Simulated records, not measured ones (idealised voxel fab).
Process module heading - voxel ribs on slabs
The cross-section shown here is cut; it is 150 nm wide and divided into square cells measuring 5 nm on a side.
Cross-section layout: square cells on a grid; listed as bands, top to bottom; a band spans one or more cell rows. Band: top height; bottom height; in nm. Then, left to right: material with width in nm, for each material. "all across": a single material spanning edge to edge. "blank": empty space. Height 0 is the level under which the wafer as received is all one material. The lowest band goes on downwards, as in "z 0 and below". Per-row width for "30..40": begins at first number (top row of band), ends at second number (bottom row), increment between rows held constant. When a step is marked "stayed the same", none of the cells in the cross-section changed during that step. So "Sealed cavities" is basically the list of trapped voids: any empty space of 8 cells or more that can't reach the top through an opening. They're written width x height at distance, the distance being from the left edge, and it's all nm. Text after the settings on a step's line: the simulator's own remark on that step. overlay nm: right-of-plan distance of the mask on a masked step; negative values mean left-of-plan.

-- Here's what the planned process steps look like
1: RECEIVE [material Si]
2: DIRECTIONAL_DEP [material SiO2] [thk nm 25]
3: DIRECTIONAL_DEP [material polySi] [thk nm 15]
4: DIRECTIONAL_DEP [material aC] [thk nm 10]
5: PATTERN [tone cover] [mask id RIB] [material resist] [width nm 25] [thk nm 25] [overlay nm 0]
6: DIRECTIONAL_ETCH [etch materials aC] [depth nm 10]
7: STRIP [etch materials resist]
8: DIRECTIONAL_ETCH [etch materials polySi] [depth nm 10]
9: STRIP [etch materials aC]
10: PATTERN [tone cover] [mask id SLAB] [material resist] [width nm 85] [thk nm 20] [overlay nm 0]
11: DIRECTIONAL_ETCH [etch materials polySi] [depth nm 5]
12: STRIP [etch materials resist]
13: FILL_DEP [material SiO2] [thk nm 25]
14: CMP [height nm 60]
15: DIRECTIONAL_DEP [material W] [thk nm 5]
16: DIRECTIONAL_DEP [material aC] [thk nm 15]
17: PATTERN [tone cover] [mask id HEATER] [material resist] [width nm 35] [thk nm 30] [overlay nm 0]
18: DIRECTIONAL_ETCH [etch materials aC] [depth nm 15]
19: STRIP [etch materials resist]
20: DIRECTIONAL_ETCH [etch materials W] [depth nm 5]
21: STRIP [etch materials aC]
22: CONFORMAL_DEP [material SiO2] [thk nm 5]

-- Cross-section of the wafer as it came to us, i.e., already through step 1
> z 0 and below: Si all across
> Sealed cavities: none

-- Wafer at module end, in section. Began as above, planned as above, run with one mistake
> z 65 to 60: blank (55), then W (35), then blank (60)
> z 60 to 40: SiO2 all across
> z 40 to 30: SiO2 (60), then polySi (25), then SiO2 (65)
> z 30 to 25: SiO2 (30), then polySi (85), then SiO2 (35)
> z 25 to 0: SiO2 all across
> z 0 and below: Si all across
> Sealed cavities: none
What was the processing mistake? execution of step 22 of the plan did not take place, the step having been omitted
